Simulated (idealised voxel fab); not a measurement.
Title: Process Module voxel gate over fins
FYI the section here is cut, 255 nm wide, cells are 5 nm squares.
Cross-section format: a grid of square cells, given as bands from top to bottom; each band is one or more rows of cells.
Band entry format. Leading values: height of top, height of bottom, nm. Remainder: materials in left-to-right order, each with its width in nm. Special words: "everywhere" on a single material, which then fills the band edge to edge; "air", empty space.
Heights are reckoned from 0. Under this level, the received wafer is all of one material. The bottommost band is open-ended downward, for example "from 0 down".
You'd read "30->40" like this: the band's top row of cells is as wide as the first number, its bottom row is as wide as the second, and going down, every row changes width by the same amount as the row before did.
The cross-section has no changed cell in any step marked "no alteration".
"Closed cavity list" - sealed voids, min. 8 cells, no opening to top; format: width x height at distance (distance from left edge; nm throughout).
What comes after the settings on a step's line is commentary from the simulator itself on that step.
When a step includes a mask, the "overlay nm" setting on its line states how far to the right of its planned place that mask lay, and negative values state how far to the left.

[Planned process steps]
1 RECEIVE, material Si
2 CONFORMAL_DEP, material SiN, thk nm 10
3 DIRECTIONAL_DEP, material aC, thk nm 10
4 PATTERN, tone cover, mask id FINS, material resist, width nm 15, pitch nm 45, thk nm 25, overlay nm 0
5 DIRECTIONAL_ETCH, etch materials aC, depth nm 10
6 STRIP, etch materials resist
7 DIRECTIONAL_ETCH, etch materials SiN, depth nm 10
8 DIRECTIONAL_ETCH, etch materials Si, depth nm 40
9 STRIP, etch materials aC
10 FILL_DEP, material SiO2, thk nm 5
11 CMP, height nm 10
12 SELECTIVE_ETCH, etch materials SiO2, depth nm 25
13 STRIP, etch materials SiN
14 CONFORMAL_DEP, material HfO2, thk nm 5
15 CONFORMAL_DEP, material TiN, thk nm 5
16 FILL_DEP, material W, thk nm 15
17 CMP, height nm 20
18 CONFORMAL_DEP, material SiN, thk nm 5

[First of two wafers, processed according to plan]

[Cross-sectional view of the wafer in its as-received condition, corresponding to the state after step 1]
* from 0 down: Si everywhere
* Closed cavity list: none

[Cross-section of the wafer subsequent to step 2]
* from 10 to 0: SiN everywhere
* below 0: unchanged

[Cross-section of the wafer subsequent to step 3]
* from 20 to 10: aC everywhere
* below 10: unchanged

[Cross-section of the wafer subsequent to step 4]
* from 45 to 20: air: 75 / resist: 15 / air: 30 / resist: 15 / air: 30 / resist: 15 / air: 75
* below 20: unchanged

[Cross-section of the wafer subsequent to step 5]
* from 35 to 20: air: 75 / resist: 15 / air: 30 / resist: 15 / air: 30 / resist: 15 / air: 75
* from 20 to 10: air: 75 / aC: 15 / air: 30 / aC: 15 / air: 30 / aC: 15 / air: 75
* below 10: unchanged

[Cross-section of the wafer subsequent to step 6]
* from 20 to 10: air: 75 / aC: 15 / air: 30 / aC: 15 / air: 30 / aC: 15 / air: 75
* below 10: unchanged

[Cross-section of the wafer subsequent to step 7]
* from 20 to 10: air: 75 / aC: 15 / air: 30 / aC: 15 / air: 30 / aC: 15 / air: 75
* from 10 to 0: air: 75 / SiN: 15 / air: 30 / SiN: 15 / air: 30 / SiN: 15 / air: 75
* below 0: unchanged

[Cross-section of the wafer subsequent to step 8]
* from 20 to 10: air: 75 / aC: 15 / air: 30 / aC: 15 / air: 30 / aC: 15 / air: 75
* from 10 to 0: air: 75 / SiN: 15 / air: 30 / SiN: 15 / air: 30 / SiN: 15 / air: 75
* from 0 to -40: air: 75 / Si: 15 / air: 30 / Si: 15 / air: 30 / Si: 15 / air: 75
* below -40: unchanged

[Cross-section of the wafer subsequent to step 9]
* from 10 to 0: air: 75 / SiN: 15 / air: 30 / SiN: 15 / air: 30 / SiN: 15 / air: 75
* below 0: unchanged

[Cross-section of the wafer subsequent to step 10]
* from 15 to 10: SiO2 everywhere
* from 10 to 0: SiO2: 75 / SiN: 15 / SiO2: 30 / SiN: 15 / SiO2: 30 / SiN: 15 / SiO2: 75
* from 0 to -40: SiO2: 75 / Si: 15 / SiO2: 30 / Si: 15 / SiO2: 30 / Si: 15 / SiO2: 75
* below -40: unchanged

[Cross-section of the wafer subsequent to step 11]
* from 10 to 0: SiO2: 75 / SiN: 15 / SiO2: 30 / SiN: 15 / SiO2: 30 / SiN: 15 / SiO2: 75
* below 0: unchanged

[Cross-section of the wafer subsequent to step 12]
* from 10 to 0: air: 75 / SiN: 15 / air: 30 / SiN: 15 / air: 30 / SiN: 15 / air: 75
* from 0 to -15: air: 75 / Si: 15 / air: 30 / Si: 15 / air: 30 / Si: 15 / air: 75
* below -15: unchanged

[Cross-section of the wafer subsequent to step 13]
* from 0 to -15: air: 75 / Si: 15 / air: 30 / Si: 15 / air: 30 / Si: 15 / air: 75
* below -15: unchanged

[Cross-section of the wafer subsequent to step 14]
* from 5 to 0: air: 70 / HfO2: 25 / air: 20 / HfO2: 25 / air: 20 / HfO2: 25 / air: 70
* from 0 to -10: air: 70 / HfO2: 5 / Si: 15 / HfO2: 5 / air: 20 / HfO2: 5 / Si: 15 / HfO2: 5 / air: 20 / HfO2: 5 / Si: 15 / HfO2: 5 / air: 70
* from -10 to -15: HfO2: 75 / Si: 15 / HfO2: 30 / Si: 15 / HfO2: 30 / Si: 15 / HfO2: 75
* below -15: unchanged

[Cross-section of the wafer subsequent to step 15]
* from 10 to 5: air: 65 / TiN: 35 / air: 10 / TiN: 35 / air: 10 / TiN: 35 / air: 65
* from 5 to 0: air: 65 / TiN: 5 / HfO2: 25 / TiN: 5 / air: 10 / TiN: 5 / HfO2: 25 / TiN: 5 / air: 10 / TiN: 5 / HfO2: 25 / TiN: 5 / air: 65
* from 0 to -5: air: 65 / TiN: 5 / HfO2: 5 / Si: 15 / HfO2: 5 / TiN: 5 / air: 10 / TiN: 5 / HfO2: 5 / Si: 15 / HfO2: 5 / TiN: 5 / air: 10 / TiN: 5 / HfO2: 5 / Si: 15 / HfO2: 5 / TiN: 5 / air: 65
* from -5 to -10: TiN: 70 / HfO2: 5 / Si: 15 / HfO2: 5 / TiN: 20 / HfO2: 5 / Si: 15 / HfO2: 5 / TiN: 20 / HfO2: 5 / Si: 15 / HfO2: 5 / TiN: 70
* below -10: unchanged

[Cross-section of the wafer subsequent to step 16]
* from 25 to 10: W everywhere
* from 10 to 5: W: 65 / TiN: 35 / W: 10 / TiN: 35 / W: 10 / TiN: 35 / W: 65
* from 5 to 0: W: 65 / TiN: 5 / HfO2: 25 / TiN: 5 / W: 10 / TiN: 5 / HfO2: 25 / TiN: 5 / W: 10 / TiN: 5 / HfO2: 25 / TiN: 5 / W: 65
* from 0 to -5: W: 65 / TiN: 5 / HfO2: 5 / Si: 15 / HfO2: 5 / TiN: 5 / W: 10 / TiN: 5 / HfO2: 5 / Si: 15 / HfO2: 5 / TiN: 5 / W: 10 / TiN: 5 / HfO2: 5 / Si: 15 / HfO2: 5 / TiN: 5 / W: 65
* below -5: unchanged

[Cross-section of the wafer subsequent to step 17]
* from 20 to 10: W everywhere
* below 10: unchanged

[Cross-section of the wafer subsequent to step 18]
* from 25 to 20: SiN everywhere
* below 20: unchanged

[Second wafer, same starting state and plan as the first, one mistake in the run, identical through step 3]

[Second wafer, cross-section, planned end of step 4]
* from 45 to 20: air: 70 / resist: 25 / air: 20 / resist: 25 / air: 20 / resist: 25 / air: 70
* below 20: unchanged

[Second wafer, cross-section, planned end of step 5]
* from 35 to 20: air: 70 / resist: 25 / air: 20 / resist: 25 / air: 20 / resist: 25 / air: 70
* from 20 to 10: air: 70 / aC: 25 / air: 20 / aC: 25 / air: 20 / aC: 25 / air: 70
* below 10: unchanged

[Second wafer, cross-section, planned end of step 6]
* from 20 to 10: air: 70 / aC: 25 / air: 20 / aC: 25 / air: 20 / aC: 25 / air: 70
* below 10: unchanged

[Second wafer, cross-section, planned end of step 7]
* from 20 to 10: air: 70 / aC: 25 / air: 20 / aC: 25 / air: 20 / aC: 25 / air: 70
* from 10 to 0: air: 70 / SiN: 25 / air: 20 / SiN: 25 / air: 20 / SiN: 25 / air: 70
* below 0: unchanged

[Second wafer, cross-section, planned end of step 8]
* from 20 to 10: air: 70 / aC: 25 / air: 20 / aC: 25 / air: 20 / aC: 25 / air: 70
* from 10 to 0: air: 70 / SiN: 25 / air: 20 / SiN: 25 / air: 20 / SiN: 25 / air: 70
* from 0 to -40: air: 70 / Si: 25 / air: 20 / Si: 25 / air: 20 / Si: 25 / air: 70
* below -40: unchanged

[Second wafer, cross-section, planned end of step 9]
* from 10 to 0: air: 70 / SiN: 25 / air: 20 / SiN: 25 / air: 20 / SiN: 25 / air: 70
* below 0: unchanged

[Second wafer, cross-section, planned end of step 10]
* from 15 to 10: SiO2 everywhere
* from 10 to 0: SiO2: 70 / SiN: 25 / SiO2: 20 / SiN: 25 / SiO2: 20 / SiN: 25 / SiO2: 70
* from 0 to -40: SiO2: 70 / Si: 25 / SiO2: 20 / Si: 25 / SiO2: 20 / Si: 25 / SiO2: 70
* below -40: unchanged

[Second wafer, cross-section, planned end of step 11]
* from 10 to 0: SiO2: 70 / SiN: 25 / SiO2: 20 / SiN: 25 / SiO2: 20 / SiN: 25 / SiO2: 70
* below 0: unchanged

[Second wafer, cross-section, planned end of step 12]
* from 10 to 0: air: 70 / SiN: 25 / air: 20 / SiN: 25 / air: 20 / SiN: 25 / air: 70
* from 0 to -15: air: 70 / Si: 25 / air: 20 / Si: 25 / air: 20 / Si: 25 / air: 70
* below -15: unchanged

[Second wafer, cross-section, planned end of step 13]
* from 0 to -15: air: 70 / Si: 25 / air: 20 / Si: 25 / air: 20 / Si: 25 / air: 70
* below -15: unchanged

[Second wafer, cross-section, planned end of step 14]
* from 5 to 0: air: 65 / HfO2: 35 / air: 10 / HfO2: 35 / air: 10 / HfO2: 35 / air: 65
* from 0 to -10: air: 65 / HfO2: 5 / Si: 25 / HfO2: 5 / air: 10 / HfO2: 5 / Si: 25 / HfO2: 5 / air: 10 / HfO2: 5 / Si: 25 / HfO2: 5 / air: 65
* from -10 to -15: HfO2: 70 / Si: 25 / HfO2: 20 / Si: 25 / HfO2: 20 / Si: 25 / HfO2: 70
* below -15: unchanged

[Second wafer, cross-section, planned end of step 15]
* from 10 to 5: air: 60 / TiN: 135 / air: 60
* from 5 to 0: air: 60 / TiN: 5 / HfO2: 35 / TiN: 10 / HfO2: 35 / TiN: 10 / HfO2: 35 / TiN: 5 / air: 60
* from 0 to -5: air: 60 / TiN: 5 / HfO2: 5 / Si: 25 / HfO2: 5 / TiN: 10 / HfO2: 5 / Si: 25 / HfO2: 5 / TiN: 10 / HfO2: 5 / Si: 25 / HfO2: 5 / TiN: 5 / air: 60
* from -5 to -10: TiN: 65 / HfO2: 5 / Si: 25 / HfO2: 5 / TiN: 10 / HfO2: 5 / Si: 25 / HfO2: 5 / TiN: 10 / HfO2: 5 / Si: 25 / HfO2: 5 / TiN: 65
* below -10: unchanged

[Second wafer, cross-section, planned end of step 16]
* from 25 to 10: W everywhere
* from 10 to 5: W: 60 / TiN: 135 / W: 60
* from 5 to 0: W: 60 / TiN: 5 / HfO2: 35 / TiN: 10 / HfO2: 35 / TiN: 10 / HfO2: 35 / TiN: 5 / W: 60
* from 0 to -5: W: 60 / TiN: 5 / HfO2: 5 / Si: 25 / HfO2: 5 / TiN: 10 / HfO2: 5 / Si: 25 / HfO2: 5 / TiN: 10 / HfO2: 5 / Si: 25 / HfO2: 5 / TiN: 5 / W: 60
* below -5: unchanged

[Second wafer, cross-section, planned end of step 17]
* from 20 to 10: W everywhere
* below 10: unchanged

[Second wafer, cross-section, planned end of step 18]
* from 25 to 20: SiN everywhere
* below 20: unchanged
What went wrong in running the wafer? step 4 was run on a setting that differed from the plan, and what really ran there is PATTERN, tone cover, mask id FINS, material resist, width nm 25, pitch nm 45, thk nm 25, overlay nm 0
Final comparison by cell count, materials where the second wafer has more or fewer than the first: +48 Si | -30 SiO2 | -18 W
